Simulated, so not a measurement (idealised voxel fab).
voxel ribs on slabs: a process module
Pictured: cross-section cut, 260 nm wide, on a grid of 5 nm square cells.
This document writes a cross-section as a grid whose cells are square, and gives it as bands, listed from the top down; one or more rows of cells form a band.
The band entry comprises the height of the band's top followed by the height of its bottom, expressed in nm, and subsequently the band's materials from left to right, each stated together with its width in nm. Where a single material is marked with the word "edge to edge", that material fills the band from edge to edge. The word "blank" represents empty space.
Heights are expressed relative to 0, this being the level below which the as-received wafer comprises one material exclusively. The lowest band is unbounded in the downward direction and is denoted as in "from 0 down".
Width: "30..40" (first number = top row, second number = bottom row, same change from row to row of cells).
What does "nothing altered" mean for a step? It means no cell of the cross-section changed in that step.
Look at "Cavities, sealed" for the closed voids: empty spaces with no open path to the top, sized 8 cells or up. Each is width x height at distance, distance from the left edge, all nm.
On each step's line, the part that comes after the settings is the simulator's own comment on the step.
Steps that use a mask can have "overlay nm" on their line. It says how far the mask sat to the right of where it was meant to be. Negative means to the left.

[Set out below are the planned steps of the process]
1: RECEIVE with material Si
2: DIRECTIONAL_DEP with material SiO2, thk nm 30
3: DIRECTIONAL_DEP with material SiN, thk nm 15
4: PATTERN with tone cover, mask id RIB, material resist, width nm 25, thk nm 15, overlay nm 0
5: DIRECTIONAL_ETCH with etch materials SiN, depth nm 5
6: STRIP with etch materials resist
7: MASKED_ETCH with tone cover, mask id SLAB, width nm 55, etch materials SiN, depth nm 10, overlay nm 0
8: FILL_DEP with material SiO2, thk nm 25
9: CMP with height nm 65
10: DIRECTIONAL_DEP with material TiN, thk nm 5
11: MASKED_ETCH with tone cover, mask id HEATER, width nm 35, etch materials TiN, depth nm 5, overlay nm 0
12: CONFORMAL_DEP with material SiO2, thk nm 5

[As-received wafer cross-section (after step 1)]
	from 0 down: Si edge to edge
	Cavities, sealed: none

[First wafer of two, sectioned at end of module; run went per plan]
	from 75 to 70: blank 105 nm, SiO2 45 nm, blank 110 nm
	from 70 to 65: SiO2 110 nm, TiN 35 nm, SiO2 115 nm
	from 65 to 45: SiO2 edge to edge
	from 45 to 40: SiO2 115 nm, SiN 25 nm, SiO2 120 nm
	from 40 to 30: SiO2 100 nm, SiN 55 nm, SiO2 105 nm
	from 30 to 0: SiO2 edge to edge
	from 0 down: Si edge to edge
	Cavities, sealed: none

[Cross-section of the latter of the two wafers at module completion. It had an identical start and an identical plan to the former; in running it, one mistake was made]
	from 75 to 70: blank 105 nm, SiO2 45 nm, blank 110 nm
	from 70 to 65: SiO2 110 nm, TiN 35 nm, SiO2 115 nm
	from 65 to 40: SiO2 edge to edge
	from 40 to 35: SiN 100 nm, SiO2 55 nm, SiN 105 nm
	from 35 to 30: SiN 100 nm, SiO2 15 nm, SiN 25 nm, SiO2 15 nm, SiN 105 nm
	from 30 to 0: SiO2 edge to edge
	from 0 down: Si edge to edge
	Cavities, sealed: none
What was done differently from what was planned? note that step 7 departed from the planned setting and was carried out as MASKED_ETCH with tone open, mask id SLAB, width nm 55, etch materials SiN, depth nm 10, overlay nm 0
Upon completion, the second wafer contains, in terms of cells, a greater or smaller amount of certain materials than the first wafer: SiN: 60 more, SiO2: 60 fewer
